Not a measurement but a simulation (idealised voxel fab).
Herein follows the process module entitled voxel wiring stack.
Pictured: cross-section cut, 190 nm wide, on a grid of 5 nm square cells.
Cross-sections here: square-cell grids, written as top-down lists of bands, a band being one or more rows of cells.
For a band, the entry starts with two heights in nm, that of the top and then that of the bottom, and carries on with the band's materials in order from left to right, each alongside its width in nm; the word "edge to edge" beside a single material means it fills the band edge to edge, and "blank" means empty space.
Beneath 0, the wafer as received is one material, and that level is where height counting begins. The lowest band goes on downward without a bottom; it is written like "0..down".
Width spec "30 to 40" -> top row of cells at first value, bottom row at second value, equal per-row change in between.
Step marked "same as before"? Then no cell in the cross-section changed in it.
If an empty space has no open way to the top and is at least 8 cells in size, "Closed void table" lists it, written width x height at distance, where distance is measured from the left edge and every value is in nm.
On each step's line, the part that comes after the settings is the simulator's own comment on the step.
You can add "overlay nm" to a step's line. For a step with a mask, it describes how far the mask lay to the right of its planned position, and a negative number describes a lay to the left.

[Here's what the planned process steps look like]
1. RECEIVE | material Si
2. CONFORMAL_DEP | material SiO2 | thk nm 15
3. CONFORMAL_DEP | material SiN | thk nm 5
4. DIRECTIONAL_DEP | material lowk | thk nm 20
5. PATTERN | tone open | mask id METAL_1 | material resist | width nm 25 | pitch nm 45 | thk nm 15 | overlay nm 0
6. DIRECTIONAL_ETCH | etch materials lowk | depth nm 20
7. DIRECTIONAL_ETCH | etch materials SiN | depth nm 5
8. STRIP | etch materials resist
9. CONFORMAL_DEP | material TiN | thk nm 5
10. FILL_DEP | material Cu | thk nm 10
11. CMP | height nm 40
12. CONFORMAL_DEP | material SiCN | thk nm 5
13. DIRECTIONAL_DEP | material lowk | thk nm 10
14. PATTERN | tone open | mask id PLUG_1 | material resist | width nm 15 | pitch nm 90 | thk nm 20 | overlay nm 0
15. DIRECTIONAL_ETCH | etch materials lowk | depth nm 10
16. DIRECTIONAL_ETCH | etch materials SiCN | depth nm 5
17. STRIP | etch materials resist
18. CONFORMAL_DEP | material TiN | thk nm 5
19. FILL_DEP | material W | thk nm 5
20. CMP | height nm 55
21. CONFORMAL_DEP | material SiN | thk nm 5
22. DIRECTIONAL_DEP | material lowk | thk nm 20
23. MASKED_ETCH | tone open | mask id METAL_2 | width nm 25 | pitch nm 45 | etch materials lowk | depth nm 20 | overlay nm 0
24. MASKED_ETCH | tone open | mask id METAL_2 | width nm 25 | pitch nm 45 | etch materials SiN | depth nm 5 | overlay nm 0
25. CONFORMAL_DEP | material TiN | thk nm 5
26. FILL_DEP | material Cu | thk nm 10
27. CMP | height nm 80
28. EPI | material Ru | thk nm 5
29. FILL_DEP | material SiCN | thk nm 5

[Here's what the wafer looked like in cross-section when it arrived - that's after step 1]
- 0..down = Si edge to edge
- Closed void table: none

[First of two wafers at the end of the module, shown in cross-section; run carried out as planned]
- 90..85 = SiCN edge to edge
- 85..80 = SiCN: 10 / Ru: 35 / SiCN: 10 / Ru: 35 / SiCN: 10 / Ru: 35 / SiCN: 10 / Ru: 35 / SiCN: 10
- 80..60 = lowk: 15 / TiN: 5 / Cu: 15 / TiN: 5 / lowk: 20 / TiN: 5 / Cu: 15 / TiN: 5 / lowk: 20 / TiN: 5 / Cu: 15 / TiN: 5 / lowk: 20 / TiN: 5 / Cu: 15 / TiN: 5 / lowk: 15
- 60..55 = SiN: 15 / TiN: 25 / SiN: 20 / TiN: 25 / SiN: 20 / TiN: 25 / SiN: 20 / TiN: 25 / SiN: 15
- 55..45 = lowk: 15 / TiN: 5 / W: 5 / TiN: 5 / lowk: 75 / TiN: 5 / W: 5 / TiN: 5 / lowk: 70
- 45..40 = SiCN: 15 / TiN: 15 / SiCN: 75 / TiN: 15 / SiCN: 70
- 40..20 = lowk: 15 / TiN: 5 / Cu: 15 / TiN: 5 / lowk: 20 / TiN: 5 / Cu: 15 / TiN: 5 / lowk: 20 / TiN: 5 / Cu: 15 / TiN: 5 / lowk: 20 / TiN: 5 / Cu: 15 / TiN: 5 / lowk: 15
- 20..15 = SiN: 15 / TiN: 25 / SiN: 20 / TiN: 25 / SiN: 20 / TiN: 25 / SiN: 20 / TiN: 25 / SiN: 15
- 15..0 = SiO2 edge to edge
- 0..down = Si edge to edge
- Closed void table: none

[Cross-section at end of module for the second wafer of two, which matched the first in starting point and plan and differed by one mistake in its processing]
- 80..75 = SiCN edge to edge
- 75..70 = SiCN: 10 / Ru: 35 / SiCN: 10 / Ru: 35 / SiCN: 10 / Ru: 35 / SiCN: 10 / Ru: 35 / SiCN: 10
- 70..60 = lowk: 15 / TiN: 5 / Cu: 15 / TiN: 5 / lowk: 20 / TiN: 5 / Cu: 15 / TiN: 5 / lowk: 20 / TiN: 5 / Cu: 15 / TiN: 5 / lowk: 20 / TiN: 5 / Cu: 15 / TiN: 5 / lowk: 15
- 60..55 = SiN: 15 / TiN: 25 / SiN: 20 / TiN: 25 / SiN: 20 / TiN: 25 / SiN: 20 / TiN: 25 / SiN: 15
- 55..45 = lowk: 15 / TiN: 5 / W: 5 / TiN: 5 / lowk: 75 / TiN: 5 / W: 5 / TiN: 5 / lowk: 70
- 45..40 = SiCN: 15 / TiN: 15 / SiCN: 75 / TiN: 15 / SiCN: 70
- 40..20 = lowk: 15 / TiN: 5 / Cu: 15 / TiN: 5 / lowk: 20 / TiN: 5 / Cu: 15 / TiN: 5 / lowk: 20 / TiN: 5 / Cu: 15 / TiN: 5 / lowk: 20 / TiN: 5 / Cu: 15 / TiN: 5 / lowk: 15
- 20..15 = SiN: 15 / TiN: 25 / SiN: 20 / TiN: 25 / SiN: 20 / TiN: 25 / SiN: 20 / TiN: 25 / SiN: 15
- 15..0 = SiO2 edge to edge
- 0..down = Si edge to edge
- Closed void table: none
What broke from the plan during processing? step 27 was not run as planned; what actually ran was CMP | height nm 70
End of process, cell counts, second wafer against first, materials with more or fewer: 24 fewer of Cu; 16 fewer of TiN; 36 fewer of lowk
